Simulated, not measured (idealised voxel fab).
The name of this process module is voxel released beams.
Shown is cross-section cut, with a width of 200 nm and square cells of size 5 nm.
Square cells in a grid make up a cross-section in this document, and the grid is given as bands, listed from the top down, each one or more rows of cells. The entry gives the band's vertical extent as a top height and a bottom height in nm, then its horizontal make-up as materials from left to right, each with a width in nm. "air" stands for empty space; a single material marked "full width" fills the band edge to edge. Height datum 0, below which the as-received substrate wafer is one material. Lowest band open at the bottom, running downward: "from 0 down". A two-number width, for instance "30->40", indicates that the width is equal to the first number in the top row of the band and to the second number in the bottom row, and that it changes by a constant amount per row of cells. Key: "nothing got changed" - step with no changed cell in the cross-section. "Sealed voids" lists enclosed empty spaces (at least 8 cells, no open path upward to the top), each as width x height at distance from the left edge, in nm. Step line, after settings: the simulator's comment on this step. overlay nm: mask right of planned place by this much (step with mask). Neg. = left.

The process steps that were planned are listed below
1: RECEIVE, material Si
2: CONFORMAL_DEP, material Al2O3, thk nm 10
3: DIRECTIONAL_DEP, material SiO2, thk nm 20
4: MASKED_ETCH, tone open, mask id ANCHOR, width nm 25, etch materials SiO2, depth nm 20, overlay nm 0
5: CONFORMAL_DEP, material polySi, thk nm 10
6: MASKED_ETCH, tone cover, mask id BEAM, width nm 75, etch materials polySi, depth nm 10, overlay nm 0
7: STRIP, etch materials SiO2

Wafer, first of two, run as planned

As received (post step 1): cross-section
- from 0 down  Si full width
- Sealed voids: none

Take a look at the wafer's cross-section after step 2
- from 10 to 0  Al2O3 full width
- Nothing below the height 0 has changed.

Take a look at the wafer's cross-section after step 3
- from 30 to 10  SiO2 full width
- Nothing below the height 10 has changed.

Take a look at the wafer's cross-section after step 4
- from 30 to 10  SiO2=65  air=25  SiO2=110
- Nothing below the height 10 has changed.

Take a look at the wafer's cross-section after step 5
- from 40 to 30  polySi=75  air=5  polySi=120
- from 30 to 20  SiO2=65  polySi=10  air=5  polySi=10  SiO2=110
- from 20 to 10  SiO2=65  polySi=25  SiO2=110
- Nothing below the height 10 has changed.

Take a look at the wafer's cross-section after step 6
- from 40 to 30  air=60  polySi=15  air=5  polySi=55  air=65
- Nothing below the height 30 has changed.

Take a look at the wafer's cross-section after step 7
- from 40 to 30  air=60  polySi=15  air=5  polySi=55  air=65
- from 30 to 20  air=65  polySi=10  air=5  polySi=10  air=110
- from 20 to 10  air=65  polySi=25  air=110
- Nothing below the height 10 has changed.

The second wafer was prepared from the same starting point and under the same plan as the first; its processing contained one mistake, and it remains indistinguishable from the first wafer up to and including step 4

X-section, second wafer, when step 5 was due to finish
- from 35 to 30  polySi=70  air=15  polySi=115
- from 30 to 15  SiO2=65  polySi=5  air=15  polySi=5  SiO2=110
- from 15 to 10  SiO2=65  polySi=25  SiO2=110
- Nothing below the height 10 has changed.

X-section, second wafer, when step 6 was due to finish
- from 35 to 30  air=60  polySi=10  air=15  polySi=50  air=65
- Nothing below the height 30 has changed.

X-section, second wafer, when step 7 was due to finish
- from 35 to 30  air=60  polySi=10  air=15  polySi=50  air=65
- from 30 to 15  air=65  polySi=5  air=15  polySi=5  air=110
- from 15 to 10  air=65  polySi=25  air=110
- Nothing below the height 10 has changed.
So what did we get wrong on this run? step 5 did not happen as planned, as run it was CONFORMAL_DEP, material polySi, thk nm 5
Final difference in cells, second wafer against first, listed per material as more or fewer: -23 polySi
